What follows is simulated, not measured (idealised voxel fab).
Module name: voxel wiring stack (process module)
It is cross-section cut that appears here, measuring 165 nm in width, its square cells being 5 nm in size.
Each cross-section below is a grid of square cells, stated as bands in top-down order, with one or more rows of cells making up each band. Basically the band line says how high the top is and how high the bottom is, in nm, and then what's in it from left to right, every material with its width in nm. Empty space shows up as "empty", and if a single material carries "everywhere" it runs the full band edge to edge. Convention: height 0 is the level below which the wafer, as received, is all one material. The lowest band does not terminate at the bottom but continues downward, represented as "0 nm and below". Read "30 to 40" as a graded width: first number on top, second number at the bottom, same change between each pair of neighbouring rows. What does "no change occurred" mean for a step? It means no cell of the cross-section changed in that step. Listed in "Trapped void list": every empty space of 8 or more cells without an open way to the top. Form: width x height at distance, the distance being from the left edge, all in nm. Where a step's line continues beyond its settings, the continuation is a remark by the simulator itself on that step. On any step carrying a mask, the "overlay nm" setting, if present on the step's line, tells how far right of its planned place the mask lay; negative values point to the left.
# Here's what the planned process steps look like
| 1 | RECEIVE (material Si) |
| 2 | CONFORMAL_DEP (material SiO2; thk nm 15) |
| 3 | DIRECTIONAL_DEP (material TiN; thk nm 5) |
| 4 | DIRECTIONAL_DEP (material W; thk nm 15) |
| 5 | PATTERN (tone cover; mask id METAL_1; material resist; width nm 30; pitch nm 50; thk nm 15; overlay nm 0) |
| 6 | DIRECTIONAL_ETCH (etch materials W; depth nm 15) |
| 7 | DIRECTIONAL_ETCH (etch materials TiN; depth nm 5) |
| 8 | STRIP (etch materials resist) |
| 9 | FILL_DEP (material lowk; thk nm 5) |
| 10 | CMP (height nm 35) |
| 11 | CONFORMAL_DEP (material SiCN; thk nm 5) |
| 12 | DIRECTIONAL_DEP (material SiO2; thk nm 25) |
| 13 | MASKED_ETCH (tone open; mask id METAL_2_HOLES; width nm 15; pitch nm 50; etch materials SiO2; depth nm 25; overlay nm 0) |
| 14 | PATTERN (tone open; mask id METAL_2; material resist; width nm 30; pitch nm 50; thk nm 15; overlay nm 0) |
| 15 | DIRECTIONAL_ETCH (etch materials SiO2; depth nm 15) |
| 16 | DIRECTIONAL_ETCH (etch materials SiCN; depth nm 5) |
| 17 | STRIP (etch materials resist) |
| 18 | CONFORMAL_DEP (material TiN; thk nm 5) |
| 19 | FILL_DEP (material Cu; thk nm 5) |
| 20 | CMP (height nm 65) |
| 21 | CONFORMAL_DEP (material SiCN; thk nm 5) |
| 22 | DIRECTIONAL_DEP (material lowk; thk nm 20) |
| 23 | PATTERN (tone open; mask id PLUG_2; material resist; width nm 15; pitch nm 50; thk nm 15; overlay nm 0) |
| 24 | DIRECTIONAL_ETCH (etch materials lowk; depth nm 20) |
| 25 | DIRECTIONAL_ETCH (etch materials SiCN; depth nm 5) |
| 26 | STRIP (etch materials resist) |
| 27 | EPI (material Ru; thk nm 10) |
| 28 | EPI (material Ru; thk nm 10) |
| 29 | EPI (material Ru; thk nm 5) |
| 30 | DIRECTIONAL_DEP (material TiN; thk nm 5) |
| 31 | DIRECTIONAL_DEP (material Ru; thk nm 20) |
| 32 | MASKED_ETCH (tone cover; mask id METAL_3; width nm 30; pitch nm 50; etch materials Ru; depth nm 20; overlay nm 0) |
| 33 | MASKED_ETCH (tone cover; mask id METAL_3; width nm 30; pitch nm 50; etch materials TiN; depth nm 5; overlay nm 0) |
| 34 | FILL_DEP (material SiO2; thk nm 5) |
| 35 | CMP (height nm 115) |
| 36 | CONFORMAL_DEP (material SiCN; thk nm 5) |
# Cross-section of the wafer at receipt, which is the condition after step 1
> 0 nm and below = Si everywhere
> Trapped void list: none
# Wafer cross-section at module end: first of two, run to plan
> 120 nm to 115 nm = SiCN everywhere
> 115 nm to 95 nm = 40 of SiO2; 30 of Ru; 20 of SiO2; 30 of Ru; 45 of SiO2
> 95 nm to 90 nm = 40 of SiO2; 30 of TiN; 20 of SiO2; 30 of TiN; 45 of SiO2
> 90 nm to 70 nm = 40 of lowk; 15 of Ru; 35 of lowk; 15 of Ru; 60 of lowk
> 70 nm to 65 nm = 40 of SiCN; 15 of Ru; 35 of SiCN; 15 of Ru; 60 of SiCN
> 65 nm to 55 nm = 40 of SiO2; 5 of TiN; 20 of Cu; 5 of TiN; 20 of SiO2; 5 of TiN; 20 of Cu; 5 of TiN; 45 of SiO2
> 55 nm to 50 nm = 40 of SiO2; 5 of TiN; 5 of Cu; 20 of TiN; 20 of SiO2; 5 of TiN; 5 of Cu; 20 of TiN; 45 of SiO2
> 50 nm to 40 nm = 40 of SiO2; 5 of TiN; 5 of Cu; 5 of TiN; 35 of SiO2; 5 of TiN; 5 of Cu; 5 of TiN; 60 of SiO2
> 40 nm to 35 nm = 40 of SiCN; 15 of TiN; 35 of SiCN; 15 of TiN; 60 of SiCN
> 35 nm to 20 nm = 40 of lowk; 30 of W; 20 of lowk; 30 of W; 45 of lowk
> 20 nm to 15 nm = 40 of lowk; 30 of TiN; 20 of lowk; 30 of TiN; 45 of lowk
> 15 nm to 0 nm = SiO2 everywhere
> 0 nm and below = Si everywhere
> Trapped void list: none
# Wafer two, end of module, cross-section. Same start, same plan as wafer one. One mistake in the run
> 120 nm to 115 nm = SiCN everywhere
> 115 nm to 95 nm = 40 of SiO2; 30 of Ru; 20 of SiO2; 30 of Ru; 45 of SiO2
> 95 nm to 90 nm = 40 of SiO2; 30 of TiN; 20 of SiO2; 30 of TiN; 45 of SiO2
> 90 nm to 70 nm = 40 of lowk; 15 of Ru; 35 of lowk; 15 of Ru; 60 of lowk
> 70 nm to 65 nm = 40 of SiCN; 15 of Ru; 35 of SiCN; 15 of Ru; 60 of SiCN
> 65 nm to 55 nm = 40 of SiO2; 5 of TiN; 20 of SiO2; 5 of TiN; 20 of SiO2; 5 of TiN; 20 of SiO2; 5 of TiN; 45 of SiO2
> 55 nm to 50 nm = 40 of SiO2; 5 of TiN; 5 of SiO2; 20 of TiN; 20 of SiO2; 5 of TiN; 5 of SiO2; 20 of TiN; 45 of SiO2
> 50 nm to 40 nm = 40 of SiO2; 5 of TiN; 5 of SiO2; 5 of TiN; 35 of SiO2; 5 of TiN; 5 of SiO2; 5 of TiN; 60 of SiO2
> 40 nm to 35 nm = 40 of SiCN; 15 of TiN; 35 of SiCN; 15 of TiN; 60 of SiCN
> 35 nm to 20 nm = 40 of lowk; 30 of W; 20 of lowk; 30 of W; 45 of lowk
> 20 nm to 15 nm = 40 of lowk; 30 of TiN; 20 of lowk; 30 of TiN; 45 of lowk
> 15 nm to 0 nm = SiO2 everywhere
> 0 nm and below = Si everywhere
> Trapped void list: none
In executing the process, a mistake was made relative to the plan: contrary to plan, step 19 was performed as FILL_DEP (material SiO2; thk nm 5)
End check, counted in cells, second wafer has more or fewer of these materials than the first: -22 Cu, +22 SiO2
